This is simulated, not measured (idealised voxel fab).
Process module under the name voxel capacitor over wiring
Shown is cross-section cut, with a width of 235 nm and square cells of size 5 nm.
Throughout this document, each cross-section is represented as a grid of square cells and is presented as a sequence of bands enumerated from the top downward, where a band comprises one or more rows of cells. It is stipulated that each band's entry specify, in nanometres, the height of the top of the band and then that of its bottom, followed by the materials of the band in left-to-right sequence, each together with its width in nanometres. A single material marked by the word "all across" is understood to fill the band from edge to edge; the word "empty" is understood to denote empty space. A quick word on heights: they are counted from 0, and under that level the wafer as it came to us is one material throughout. The lowest band is different from the rest in having no bottom; it simply continues downward, written as in "0 and below". With a width like "30 to 40", each row of cells in the band differs from the next by the same amount, the top row carrying the first number and the bottom row the second. It should be understood that the words "no modification", when stated for a given step, signify that the cross-section underwent no change in any of its cells during that step. "Trapped voids" contains a list of empty spaces, each no smaller than 8 cells and without an open way to the top, written in the form width x height at distance with the distance from the left edge and all three in nm. Past the settings on a step's line: simulator remark, on that step. Among the settings permitted on a step's line is "overlay nm"; applied to a step with a mask, it specifies the extent to which the mask lay to the right of its planned position, whereas a negative figure signifies a position to the left.
-- Here's what the planned process steps look like
| 1 | RECEIVE,material Si |
| 2 | CONFORMAL_DEP,material SiO2,thk nm 15 |
| 3 | DIRECTIONAL_DEP,material TiN,thk nm 5 |
| 4 | DIRECTIONAL_DEP,material Ru,thk nm 20 |
| 5 | DIRECTIONAL_DEP,material aC,thk nm 10 |
| 6 | PATTERN,tone cover,mask id METAL_1,material resist,width nm 20,pitch nm 90,thk nm 30,overlay nm 0 |
| 7 | DIRECTIONAL_ETCH,etch materials aC,depth nm 10 |
| 8 | STRIP,etch materials resist |
| 9 | DIRECTIONAL_ETCH,etch materials Ru,depth nm 20 |
| 10 | DIRECTIONAL_ETCH,etch materials TiN,depth nm 5 |
| 11 | STRIP,etch materials aC |
| 12 | FILL_DEP,material SiO2,thk nm 10 |
| 13 | CMP,height nm 40 |
| 14 | CONFORMAL_DEP,material SiCN,thk nm 5 |
| 15 | DIRECTIONAL_DEP,material lowk,thk nm 15 |
| 16 | MASKED_ETCH,tone open,mask id PLUG_1,width nm 15,etch materials lowk,depth nm 15,overlay nm 0 |
| 17 | MASKED_ETCH,tone open,mask id PLUG_1,width nm 15,etch materials SiCN,depth nm 5,overlay nm 0 |
| 18 | CONFORMAL_DEP,material TiN,thk nm 5 |
| 19 | FILL_DEP,material Ru,thk nm 10 |
| 20 | CMP,height nm 60 |
| 21 | DIRECTIONAL_DEP,material TiN,thk nm 10 |
| 22 | DIRECTIONAL_DEP,material Al2O3,thk nm 5 |
| 23 | DIRECTIONAL_DEP,material TiN,thk nm 5 |
| 24 | PATTERN,tone cover,mask id UPPER_PLATE,material resist,width nm 75,thk nm 20,overlay nm 0 |
| 25 | DIRECTIONAL_ETCH,etch materials TiN,depth nm 5 |
| 26 | DIRECTIONAL_ETCH,etch materials Al2O3,depth nm 5 |
| 27 | STRIP,etch materials resist |
| 28 | PATTERN,tone cover,mask id LOWER_PLATE,material resist,width nm 85,thk nm 15,overlay nm 0 |
| 29 | DIRECTIONAL_ETCH,etch materials TiN,depth nm 10 |
| 30 | STRIP,etch materials resist |
| 31 | FILL_DEP,material SiO2,thk nm 15 |
| 32 | CMP,height nm 90 |
| 33 | MASKED_ETCH,tone open,mask id PLUG_2,width nm 15,etch materials SiO2,depth nm 10,overlay nm 0 |
| 34 | CONFORMAL_DEP,material TiN,thk nm 5 |
| 35 | FILL_DEP,material Ru,thk nm 10 |
| 36 | CMP,height nm 90 |
| 37 | CONFORMAL_DEP,material SiN,thk nm 5 |
-- Received-state cross-section, reflecting completion of step 1
	0 and below  Si all across
	Trapped voids: none
-- Cross-section, first of two wafers, end of module, run as planned
	95 down to 90  SiN all across
	90 down to 85  SiO2 (75) | TiN (5) | Ru (5) | TiN (5) | SiO2 (145)
	85 down to 75  SiO2 (75 to 65) | TiN (15 to 75) | SiO2 (145 to 95)
	75 down to 70  SiO2 (65) | Al2O3 (75) | SiO2 (95)
	70 down to 60  SiO2 (60) | TiN (85) | SiO2 (90)
	60 down to 45  lowk (65) | TiN (5) | Ru (5) | TiN (5) | lowk (155)
	45 down to 40  SiCN (65) | TiN (15) | SiCN (155)
	40 down to 20  SiO2 (60) | Ru (20) | SiO2 (70) | Ru (20) | SiO2 (65)
	20 down to 15  SiO2 (60) | TiN (20) | SiO2 (70) | TiN (20) | SiO2 (65)
	15 down to 0  SiO2 all across
	0 and below  Si all across
	Trapped voids: none
-- Wafer two (of two), end-of-module cross-section: start = wafer one, plan = wafer one, one run mistake
	95 down to 90  SiN all across
	90 down to 85  SiO2 (75) | TiN (5) | Ru (5) | TiN (5) | SiO2 (145)
	85 down to 75  SiO2 (75 to 65) | TiN (15 to 75) | SiO2 (145 to 95)
	75 down to 70  SiO2 (65) | Al2O3 (75) | SiO2 (95)
	70 down to 60  SiO2 (65) | TiN (80) | SiO2 (90)
	60 down to 45  lowk (65) | TiN (5) | Ru (5) | TiN (5) | lowk (155)
	45 down to 40  SiCN (65) | TiN (15) | SiCN (155)
	40 down to 20  SiO2 (60) | Ru (20) | SiO2 (70) | Ru (20) | SiO2 (65)
	20 down to 15  SiO2 (60) | TiN (20) | SiO2 (70) | TiN (20) | SiO2 (65)
	15 down to 0  SiO2 all across
	0 and below  Si all across
	Trapped voids: none
The mistake made against the process plan was this: step 28 was processed under conditions differing from the plan, specifically as PATTERN,tone cover,mask id LOWER_PLATE,material resist,width nm 80,thk nm 15,overlay nm 0
End of process, cell counts, second wafer against first, materials with more or fewer: +2 SiO2; -2 TiN
